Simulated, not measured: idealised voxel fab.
process module | voxel air gaps
cross-section cut | 255 nm wide | cells 5 nm
A cross-section is a grid of square cells, given in bands from the top down. A band is one or more rows of cells.
Each band's line starts with the height of the band's top and of its bottom, in nm. Then come its materials from left to right, each with its width in nm. One material with "throughout" fills the band from edge to edge. "air" is empty space.
Height 0 is the level under which the wafer as received is all one material. The lowest band goes on downwards, as in "0 down".
A width such as "30 to 40" changes by the same amount from each row of cells to the next, from the band's top row to its bottom row.
"no change" after a step means that no cell of the cross-section changed.
closed voids: empty space of 8 cells or more with no open way to the top, each as width x height at its distance from the left edge, in nm
after a step's settings: what the simulator itself notes on the step
overlay nm, on a step with a mask: how far to the right of its planned place the mask lay; to the left if negative
plan
1 op RECEIVE | material Si
2 op CONFORMAL_DEP | material SiO2 | thk nm 15
3 op CONFORMAL_DEP | material SiN | thk nm 5
4 op DIRECTIONAL_DEP | material lowk | thk nm 35
5 op DIRECTIONAL_DEP | material aC | thk nm 10
6 op PATTERN | tone open | mask id LINES | material resist | width nm 15 | pitch nm 55 | thk nm 25 | overlay nm 0
7 op DIRECTIONAL_ETCH | etch materials aC | depth nm 10
8 op STRIP | etch materials resist
9 op DIRECTIONAL_ETCH | etch materials lowk | depth nm 35
10 op STRIP | etch materials aC
11 op CONFORMAL_DEP | material TiN | thk nm 5
12 op FILL_DEP | material W | thk nm 5
13 op CMP | height nm 55
14 op EPI | material Ru | thk nm 10
15 op SELECTIVE_ETCH | etch materials lowk | depth nm 45
16 op CONFORMAL_DEP | material SiN | thk nm 5
varied across the wafers: width nm of step 6. The plan shows the first wafer's value. All wafers start alike
first wafer as received, after step 1
  0 down: Si throughout
  closed voids: none
each wafer at the end: cells of each material gained (+) or lost (-) since it was received, then its closed voids
width nm 15 | +42 Ru | +180 SiN | +153 SiO2 | +45 TiN | +18 W | closed voids: none
width nm 20 | +48 Ru | +180 SiN | +153 SiO2 | +48 TiN | +36 W | closed voids: none
width nm 25 | +54 Ru | +180 SiN | +153 SiO2 | +51 TiN | +54 W | closed voids: 20 x 25 at 90; 20 x 25 at 145
width nm 30 | +60 Ru | +172 SiN | +153 SiO2 | +54 TiN | +72 W | closed voids: 15 x 25 at 95; 15 x 25 at 150
width nm 35 | +66 Ru | +128 SiN | +153 SiO2 | +57 TiN | +90 W | +56 lowk | closed voids: none
width nm 40 | +68 Ru | +128 SiN | +153 SiO2 | +60 TiN | +108 W | +42 lowk | closed voids: none
